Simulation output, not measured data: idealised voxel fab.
Herein follows the process module entitled voxel ribs on slabs.
Square cells of 5 nm make up the cross-section cut, whose width is 225 nm.
Cross-section format: a grid of square cells, given as bands from top to bottom; each band is one or more rows of cells. Heights first: top, then bottom, in nm. Then materials, left to right, each with a width in nm. "edge to edge" on a single material: fills the band edge to edge. "empty": empty space. The level at which height equals 0 is the one under which the wafer, as it arrives, is entirely one material. No lower edge exists for the bottom band, which continues downward and is notated as in "0 -> down". The notation "30->40" denotes a width that varies across the rows of cells in the band, beginning at the first number in the top row, finishing at the second number in the bottom row, and changing by an identical amount from each row to the next. What does "nothing altered" mean for a step? It means no cell of the cross-section changed in that step. The label "Enclosed void catalog" introduces a list of the empty spaces, 8 cells or larger, that have no open way up to the top; each entry in it reads width x height at distance, where the distance is taken from the left edge and all three are stated in nm. Step line, after settings: the simulator's comment on this step. Regarding "overlay nm": on a step with a mask, it is the distance the mask lay to the right of its planned place; a negative value places it to the left.
-- The steps planned for the process are as follows
1 RECEIVE, material Si
2 DIRECTIONAL_DEP, material SiO2, thk nm 25
3 DIRECTIONAL_DEP, material SiN, thk nm 20
4 MASKED_ETCH, tone cover, mask id RIB, width nm 30, etch materials SiN, depth nm 10, overlay nm 0
5 PATTERN, tone cover, mask id SLAB, material resist, width nm 80, thk nm 20, overlay nm 0
6 DIRECTIONAL_ETCH, etch materials SiN, depth nm 10
7 STRIP, etch materials resist
8 FILL_DEP, material SiO2, thk nm 20
9 CMP, height nm 60
10 DIRECTIONAL_DEP, material W, thk nm 10
11 DIRECTIONAL_DEP, material aC, thk nm 15
12 PATTERN, tone cover, mask id HEATER, material resist, width nm 40, thk nm 30, overlay nm 0
13 DIRECTIONAL_ETCH, etch materials aC, depth nm 15
14 STRIP, etch materials resist
15 DIRECTIONAL_ETCH, etch materials W, depth nm 10
16 STRIP, etch materials aC
17 CONFORMAL_DEP, material SiN, thk nm 5
-- Cross-sectional view of the wafer in its as-received condition, corresponding to the state after step 1
0 -> down | Si edge to edge
Enclosed void catalog: none
-- Module complete, cross-section. Starting point and plan per above. One mistake made in running the module
75 -> 70 | 85 nm empty / 50 nm SiN / 90 nm empty
70 -> 65 | 85 nm empty / 5 nm SiN / 40 nm W / 5 nm SiN / 90 nm empty
65 -> 60 | 90 nm SiN / 40 nm W / 95 nm SiN
60 -> 45 | SiO2 edge to edge
45 -> 35 | 95 nm SiO2 / 30 nm SiN / 100 nm SiO2
35 -> 25 | 70 nm SiO2 / 80 nm SiN / 75 nm SiO2
25 -> 0 | W edge to edge
0 -> down | Si edge to edge
Enclosed void catalog: none
What broke from the plan during processing? step 2 did not happen as planned, as run it was DIRECTIONAL_DEP, material W, thk nm 25
